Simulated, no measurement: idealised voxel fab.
process module | voxel trench capacitor
cross-section cut | 225 nm wide | cells 5 nm
A cross-section is a grid of square cells, given in bands from the top down. A band is one or more rows of cells.
Each band's line starts with the height of the band's top and of its bottom, in nm. Then come its materials from left to right, each with its width in nm. One material with "throughout" fills the band from edge to edge. "air" is empty space.
Height 0 is the level under which the wafer as received is all one material. The lowest band goes on downwards, as in "0 down".
A width such as "30 to 40" changes by the same amount from each row of cells to the next, from the band's top row to its bottom row.
"no change" after a step means that no cell of the cross-section changed.
closed voids: empty space of 8 cells or more with no open way to the top, each as width x height at its distance from the left edge, in nm
after a step's settings: what the simulator itself notes on the step
overlay nm, on a step with a mask: how far to the right of its planned place the mask lay; to the left if negative
plan
1 op RECEIVE | material Si
2 op CONFORMAL_DEP | material SiN | thk nm 10
3 op MASKED_ETCH | tone open | mask id TRENCH | width nm 15 | pitch nm 35 | etch materials SiN | depth nm 10 | overlay nm 0
4 op MASKED_ETCH | tone open | mask id TRENCH | width nm 15 | pitch nm 35 | etch materials Si | depth nm 40 | overlay nm 0
5 op CONFORMAL_DEP | material Al2O3 | thk nm 5
6 op FILL_DEP | material polySi | thk nm 10
7 op CMP | height nm 10
varied across the wafers: thk nm of step 5. The plan shows the first wafer's value. All wafers start alike
first wafer as received, after step 1
  0 down: Si throughout
  closed voids: none
each wafer at the end: cells of each material gained (+) or lost (-) since it was received, then its closed voids
thk nm 5 | +63 Al2O3 | -72 Si | +72 SiN | +27 polySi | closed voids: none
thk nm 10 | +90 Al2O3 | -72 Si | +72 SiN | closed voids: none
thk nm 15 | +90 Al2O3 | -72 Si | +72 SiN | closed voids: none
thk nm 20 | +90 Al2O3 | -72 Si | +72 SiN | closed voids: none
